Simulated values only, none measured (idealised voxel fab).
process module | voxel spacer lines
cross-section cut | 250 nm wide | cells 5 nm
A cross-section is a grid of square cells, given in bands from the top down. A band is one or more rows of cells.
Each band's line starts with the height of the band's top and of its bottom, in nm. Then come its materials from left to right, each with its width in nm. One material with "throughout" fills the band from edge to edge. "air" is empty space.
Height 0 is the level under which the wafer as received is all one material. The lowest band goes on downwards, as in "0 down".
A width such as "30 to 40" changes by the same amount from each row of cells to the next, from the band's top row to its bottom row.
"no change" after a step means that no cell of the cross-section changed.
closed voids: empty space of 8 cells or more with no open way to the top, each as width x height at its distance from the left edge, in nm
after a step's settings: what the simulator itself notes on the step
overlay nm, on a step with a mask: how far to the right of its planned place the mask lay; to the left if negative
plan
1 op RECEIVE | material Si
2 op CONFORMAL_DEP | material Al2O3 | thk nm 5
3 op DIRECTIONAL_DEP | material SiN | thk nm 15
4 op DIRECTIONAL_DEP | material aC | thk nm 30
5 op PATTERN | tone cover | mask id MANDREL | material resist | width nm 25 | pitch nm 70 | thk nm 35 | overlay nm 0
6 op DIRECTIONAL_ETCH | etch materials aC | depth nm 30
7 op STRIP | etch materials resist
8 op CONFORMAL_DEP | material SiO2 | thk nm 10
9 op DIRECTIONAL_ETCH | etch materials SiO2 | depth nm 10
10 op STRIP | etch materials aC
11 op DIRECTIONAL_ETCH | etch materials SiN | depth nm 15
12 op STRIP | etch materials SiO2
first wafer, as planned
as received, after step 1
  0 down: Si throughout
  closed voids: none
after step 2
  5 to 0: Al2O3 throughout
  below 0: unchanged
after step 3
  20 to 5: SiN throughout
  below 5: unchanged
after step 4
  50 to 20: aC throughout
  below 20: unchanged
after step 5
  85 to 50: air 40 | resist 25 | air 45 | resist 25 | air 45 | resist 25 | air 45
  below 50: unchanged
after step 6
  55 to 50: air 40 | resist 25 | air 45 | resist 25 | air 45 | resist 25 | air 45
  50 to 20: air 40 | aC 25 | air 45 | aC 25 | air 45 | aC 25 | air 45
  below 20: unchanged
after step 7
  50 to 20: air 40 | aC 25 | air 45 | aC 25 | air 45 | aC 25 | air 45
  below 20: unchanged
after step 8
  60 to 50: air 30 | SiO2 45 | air 25 | SiO2 45 | air 25 | SiO2 45 | air 35
  50 to 30: air 30 | SiO2 10 | aC 25 | SiO2 10 | air 25 | SiO2 10 | aC 25 | SiO2 10 | air 25 | SiO2 10 | aC 25 | SiO2 10 | air 35
  30 to 20: SiO2 40 | aC 25 | SiO2 45 | aC 25 | SiO2 45 | aC 25 | SiO2 45
  below 20: unchanged
after step 9
  50 to 20: air 30 | SiO2 10 | aC 25 | SiO2 10 | air 25 | SiO2 10 | aC 25 | SiO2 10 | air 25 | SiO2 10 | aC 25 | SiO2 10 | air 35
  below 20: unchanged
after step 10
  50 to 20: air 30 | SiO2 10 | air 25 | SiO2 10 | air 25 | SiO2 10 | air 25 | SiO2 10 | air 25 | SiO2 10 | air 25 | SiO2 10 | air 35
  below 20: unchanged
after step 11
  50 to 20: air 30 | SiO2 10 | air 25 | SiO2 10 | air 25 | SiO2 10 | air 25 | SiO2 10 | air 25 | SiO2 10 | air 25 | SiO2 10 | air 35
  20 to 5: air 30 | SiN 10 | air 25 | SiN 10 | air 25 | SiN 10 | air 25 | SiN 10 | air 25 | SiN 10 | air 25 | SiN 10 | air 35
  below 5: unchanged
after step 12
  20 to 5: air 30 | SiN 10 | air 25 | SiN 10 | air 25 | SiN 10 | air 25 | SiN 10 | air 25 | SiN 10 | air 25 | SiN 10 | air 35
  below 5: unchanged
second wafer: like start, like plan, one mistake. Through step 2 it matches the first wafer
when step 3 should have ended
  35 to 5: SiN throughout
  below 5: unchanged
when step 4 should have ended
  65 to 35: aC throughout
  below 35: unchanged
when step 5 should have ended
  100 to 65: air 40 | resist 25 | air 45 | resist 25 | air 45 | resist 25 | air 45
  below 65: unchanged
when step 6 should have ended
  70 to 65: air 40 | resist 25 | air 45 | resist 25 | air 45 | resist 25 | air 45
  65 to 35: air 40 | aC 25 | air 45 | aC 25 | air 45 | aC 25 | air 45
  below 35: unchanged
when step 7 should have ended
  65 to 35: air 40 | aC 25 | air 45 | aC 25 | air 45 | aC 25 | air 45
  below 35: unchanged
when step 8 should have ended
  75 to 65: air 30 | SiO2 45 | air 25 | SiO2 45 | air 25 | SiO2 45 | air 35
  65 to 45: air 30 | SiO2 10 | aC 25 | SiO2 10 | air 25 | SiO2 10 | aC 25 | SiO2 10 | air 25 | SiO2 10 | aC 25 | SiO2 10 | air 35
  45 to 35: SiO2 40 | aC 25 | SiO2 45 | aC 25 | SiO2 45 | aC 25 | SiO2 45
  below 35: unchanged
when step 9 should have ended
  65 to 35: air 30 | SiO2 10 | aC 25 | SiO2 10 | air 25 | SiO2 10 | aC 25 | SiO2 10 | air 25 | SiO2 10 | aC 25 | SiO2 10 | air 35
  below 35: unchanged
when step 10 should have ended
  65 to 35: air 30 | SiO2 10 | air 25 | SiO2 10 | air 25 | SiO2 10 | air 25 | SiO2 10 | air 25 | SiO2 10 | air 25 | SiO2 10 | air 35
  below 35: unchanged
when step 11 should have ended
  65 to 35: air 30 | SiO2 10 | air 25 | SiO2 10 | air 25 | SiO2 10 | air 25 | SiO2 10 | air 25 | SiO2 10 | air 25 | SiO2 10 | air 35
  35 to 20: air 30 | SiN 10 | air 25 | SiN 10 | air 25 | SiN 10 | air 25 | SiN 10 | air 25 | SiN 10 | air 25 | SiN 10 | air 35
  below 20: unchanged
when step 12 should have ended
  35 to 20: air 30 | SiN 10 | air 25 | SiN 10 | air 25 | SiN 10 | air 25 | SiN 10 | air 25 | SiN 10 | air 25 | SiN 10 | air 35
  below 20: unchanged
what went wrong: step 3 was run twice
at the end the second wafer has, in cells: 150 more of SiN
